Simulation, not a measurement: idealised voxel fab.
The following process module bears the name voxel transistor to metal.
Pictured: cross-section cut, 180 nm wide, on a grid of 5 nm square cells.
The cross-sections in this document take the form of a grid made of square cells. They are written out as bands, in order from top to bottom. Each band consists of one or more rows of cells.
Read a band's entry like this: the first values are the height of its top and the height of its bottom in nm, and what follows is the sequence of materials from left to right, each with its width in nm. Note that "empty" is empty space, and that a single material marked "all across" reaches across the band from edge to edge.
Height reference: 0 = level under which incoming wafer is all one material. Lowest band: no bottom, runs on downward, e.g. "top 0, no bottom".
Note: "30 to 40" means the width goes from the first number (top row of the band) to the second number (bottom row) in equal steps per row of cells.
Take "changes: none" at face value: in the step it is given for, the cross-section changed in none of its cells.
If an empty space has no open way to the top and is at least 8 cells in size, "Closed empty spaces" lists it, written width x height at distance, where distance is measured from the left edge and every value is in nm.
Past the settings on a step's line: simulator remark, on that step.
overlay nm: where the mask lay relative to plan, measured to the right, on steps with a mask; negatives go left.

## Process steps (planned)
step 1: RECEIVE [material Si]
step 2: CONFORMAL_DEP [material SiO2] [thk nm 5]
step 3: CONFORMAL_DEP [material SiN] [thk nm 10]
step 4: MASKED_ETCH [tone cover] [mask id ACTIVE] [width nm 105] [etch materials SiN] [depth nm 10] [overlay nm 0]
step 5: MASKED_ETCH [tone cover] [mask id ACTIVE] [width nm 105] [etch materials SiO2] [depth nm 5] [overlay nm 0]
step 6: MASKED_ETCH [tone cover] [mask id ACTIVE] [width nm 105] [etch materials Si] [depth nm 35] [overlay nm 0]
step 7: FILL_DEP [material SiO2] [thk nm 15]
step 8: CMP [height nm 15]
step 9: SELECTIVE_ETCH [etch materials SiO2] [depth nm 5]
step 10: STRIP [etch materials SiN]
step 11: SELECTIVE_ETCH [etch materials SiO2] [depth nm 5]
step 12: OXIDIZE [depth nm 5]
step 13: DIRECTIONAL_DEP [material polySi] [thk nm 20]
step 14: DIRECTIONAL_DEP [material SiCN] [thk nm 10]
step 15: MASKED_ETCH [tone cover] [mask id GATE] [width nm 25] [etch materials SiCN] [depth nm 20] [overlay nm 0]
step 16: MASKED_ETCH [tone cover] [mask id GATE] [width nm 25] [etch materials polySi] [depth nm 30] [overlay nm 0]
step 17: CONFORMAL_DEP [material SiN] [thk nm 10]
step 18: DIRECTIONAL_ETCH [etch materials SiN] [depth nm 10]
step 19: DIRECTIONAL_ETCH [etch materials SiO2] [depth nm 5]
step 20: DIRECTIONAL_ETCH [etch materials Si] [depth nm 10]
step 21: EPI [material nSi] [thk nm 10]
step 22: FILL_DEP [material SiO2] [thk nm 5]
step 23: CMP [height nm 30]
step 24: DIRECTIONAL_DEP [material SiO2] [thk nm 15]
step 25: PATTERN [tone open] [mask id CONTACT] [material resist] [width nm 30] [pitch nm 65] [thk nm 15] [overlay nm 0]
step 26: DIRECTIONAL_ETCH [etch materials SiO2] [depth nm 50]
step 27: STRIP [etch materials resist]
step 28: CONFORMAL_DEP [material TiN] [thk nm 5]
step 29: FILL_DEP [material W] [thk nm 5]
step 30: CMP [height nm 45]
step 31: CONFORMAL_DEP [material SiCN] [thk nm 5]
step 32: DIRECTIONAL_DEP [material lowk] [thk nm 25]
step 33: PATTERN [tone open] [mask id METAL_1] [material resist] [width nm 15] [pitch nm 80] [thk nm 20] [overlay nm 0]
step 34: DIRECTIONAL_ETCH [etch materials lowk] [depth nm 25]
step 35: DIRECTIONAL_ETCH [etch materials SiCN] [depth nm 5]
step 36: STRIP [etch materials resist]
step 37: CONFORMAL_DEP [material TiN] [thk nm 5]
step 38: FILL_DEP [material W] [thk nm 10]
step 39: CMP [height nm 75]
step 40: CONFORMAL_DEP [material SiCN] [thk nm 5]
step 41: DIRECTIONAL_DEP [material SiO2] [thk nm 35]
step 42: MASKED_ETCH [tone open] [mask id METAL_2] [width nm 15] [pitch nm 80] [etch materials SiO2] [depth nm 20] [overlay nm 0]
step 43: DIRECTIONAL_DEP [material aC] [thk nm 10]
step 44: PATTERN [tone open] [mask id METAL_2_HOLES] [material resist] [width nm 15] [pitch nm 80] [thk nm 25] [overlay nm 0]
step 45: DIRECTIONAL_ETCH [etch materials aC] [depth nm 10]
step 46: STRIP [etch materials resist]
step 47: DIRECTIONAL_ETCH [etch materials SiO2] [depth nm 15]
step 48: DIRECTIONAL_ETCH [etch materials SiCN] [depth nm 5]
step 49: STRIP [etch materials aC]
step 50: CONFORMAL_DEP [material TiN] [thk nm 5]
step 51: FILL_DEP [material Cu] [thk nm 10]
step 52: CMP [height nm 115]
step 53: CONFORMAL_DEP [material SiCN] [thk nm 5]

## Wafer cross-section on receipt, i.e. after step 1
* top 0, no bottom: Si all across
* Closed empty spaces: none

## Final cross-section, module run with one mistake (start and plan as above)
* top 120, bottom 115: SiCN all across
* top 115, bottom 80: SiO2: 40 | TiN: 5 | Cu: 5 | TiN: 5 | SiO2: 65 | TiN: 5 | Cu: 5 | TiN: 5 | SiO2: 45
* top 80, bottom 75: SiCN: 40 | TiN: 15 | SiCN: 65 | TiN: 15 | SiCN: 45
* top 75, bottom 50: lowk: 40 | TiN: 5 | W: 5 | TiN: 5 | lowk: 65 | TiN: 5 | W: 5 | TiN: 5 | lowk: 45
* top 50, bottom 45: SiCN: 40 | TiN: 15 | SiCN: 65 | TiN: 15 | SiCN: 45
* top 45, bottom 35: SiO2: 40 | TiN: 5 | W: 20 | TiN: 5 | SiO2: 35 | TiN: 5 | W: 20 | TiN: 5 | SiO2: 45
* top 35, bottom 30: SiO2: 40 | TiN: 5 | W: 15 | TiN: 10 | SiO2: 35 | TiN: 10 | W: 15 | TiN: 5 | SiO2: 45
* top 30, bottom 25: SiO2: 40 | TiN: 5 | W: 15 | TiN: 5 | SiN: 10 | SiCN: 25 | SiN: 10 | TiN: 5 | W: 15 | TiN: 5 | SiO2: 45
* top 25, bottom 15: SiO2: 40 | TiN: 5 | W: 15 | TiN: 5 | SiN: 10 | polySi: 25 | SiN: 10 | TiN: 5 | W: 15 | TiN: 5 | SiO2: 45
* top 15, bottom 10: SiO2: 40 | TiN: 5 | W: 5 | TiN: 15 | SiN: 10 | polySi: 25 | SiN: 10 | TiN: 15 | W: 5 | TiN: 5 | SiO2: 45
* top 10, bottom 5: SiO2: 40 | TiN: 15 | nSi: 10 | SiN: 10 | polySi: 25 | SiN: 10 | nSi: 10 | TiN: 15 | SiO2: 45
* top 5, bottom 0: SiO2: 20 | nSi: 10 | SiN: 10 | nSi: 25 | SiO2: 45 | nSi: 25 | SiN: 10 | nSi: 10 | SiO2: 25
* top 0, bottom -5: SiO2: 20 | nSi: 10 | SiO2: 15 | nSi: 20 | Si: 45 | nSi: 20 | SiO2: 15 | nSi: 10 | SiO2: 25
* top -5, bottom -10: nSi: 30 | Si: 15 | nSi: 20 | Si: 45 | nSi: 20 | Si: 15 | nSi: 35
* top -10, bottom -15: nSi: 30 | Si: 115 | nSi: 35
* top -15, no bottom: Si all across
* Closed empty spaces: none
Misprocessing identified: step 4 ran with different settings than intended, the actual operation and settings being MASKED_ETCH [tone open] [mask id ACTIVE] [width nm 105] [etch materials SiN] [depth nm 10] [overlay nm 0]
